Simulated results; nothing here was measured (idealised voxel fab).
process module | voxel ribs on slabs
cross-section cut | 190 nm wide | cells 5 nm
A cross-section is a grid of square cells, given in bands from the top down. A band is one or more rows of cells.
Each band's line starts with the height of the band's top and of its bottom, in nm. Then come its materials from left to right, each with its width in nm. One material with "throughout" fills the band from edge to edge. "air" is empty space.
Height 0 is the level under which the wafer as received is all one material. The lowest band goes on downwards, as in "0 down".
A width such as "30 to 40" changes by the same amount from each row of cells to the next, from the band's top row to its bottom row.
"no change" after a step means that no cell of the cross-section changed.
closed voids: empty space of 8 cells or more with no open way to the top, each as width x height at its distance from the left edge, in nm
after a step's settings: what the simulator itself notes on the step
overlay nm, on a step with a mask: how far to the right of its planned place the mask lay; to the left if negative
plan
1 op RECEIVE | material Si
2 op DIRECTIONAL_DEP | material SiO2 | thk nm 20
3 op DIRECTIONAL_DEP | material SiN | thk nm 15
4 op DIRECTIONAL_DEP | material aC | thk nm 10
5 op PATTERN | tone cover | mask id RIB | material resist | width nm 20 | thk nm 25 | overlay nm 0
6 op DIRECTIONAL_ETCH | etch materials aC | depth nm 10
7 op STRIP | etch materials resist
8 op DIRECTIONAL_ETCH | etch materials SiN | depth nm 10
9 op STRIP | etch materials aC
10 op MASKED_ETCH | tone cover | mask id SLAB | width nm 50 | etch materials SiN | depth nm 5 | overlay nm 0
11 op FILL_DEP | material SiO2 | thk nm 20
12 op CMP | height nm 45
13 op DIRECTIONAL_DEP | material TiN | thk nm 5
14 op MASKED_ETCH | tone cover | mask id HEATER | width nm 30 | etch materials TiN | depth nm 5 | overlay nm 0
15 op CONFORMAL_DEP | material SiO2 | thk nm 5
first wafer, as planned
as received, after step 1
  0 down: Si throughout
  closed voids: none
after step 2
  20 to 0: SiO2 throughout
  below 0: unchanged
after step 3
  35 to 20: SiN throughout
  below 20: unchanged
after step 4
  45 to 35: aC throughout
  below 35: unchanged
after step 5
  70 to 45: air 85 | resist 20 | air 85
  below 45: unchanged
after step 6
  60 to 45: air 85 | resist 20 | air 85
  45 to 35: air 85 | aC 20 | air 85
  below 35: unchanged
after step 7
  45 to 35: air 85 | aC 20 | air 85
  below 35: unchanged
after step 8
  45 to 35: air 85 | aC 20 | air 85
  35 to 25: air 85 | SiN 20 | air 85
  below 25: unchanged
after step 9
  35 to 25: air 85 | SiN 20 | air 85
  below 25: unchanged
after step 10
  35 to 25: air 85 | SiN 20 | air 85
  25 to 20: air 70 | SiN 50 | air 70
  below 20: unchanged
after step 11
  55 to 35: SiO2 throughout
  35 to 25: SiO2 85 | SiN 20 | SiO2 85
  25 to 20: SiO2 70 | SiN 50 | SiO2 70
  below 20: unchanged
after step 12
  45 to 35: SiO2 throughout
  below 35: unchanged
after step 13
  50 to 45: TiN throughout
  below 45: unchanged
after step 14
  50 to 45: air 80 | TiN 30 | air 80
  below 45: unchanged
after step 15
  55 to 50: air 75 | SiO2 40 | air 75
  50 to 45: SiO2 80 | TiN 30 | SiO2 80
  below 45: unchanged
second wafer: like start, like plan, one mistake. Through step 12 it matches the first wafer
when step 13 should have ended
  50 to 45: aC throughout
  below 45: unchanged
when step 14 should have ended: no change
when step 15 should have ended
  55 to 50: SiO2 throughout
  below 50: unchanged
what went wrong: step 13 ran as: op DIRECTIONAL_DEP | material aC | thk nm 5
at the end the second wafer has, in cells: 2 fewer of SiO2 | 6 fewer of TiN | 38 more of aC
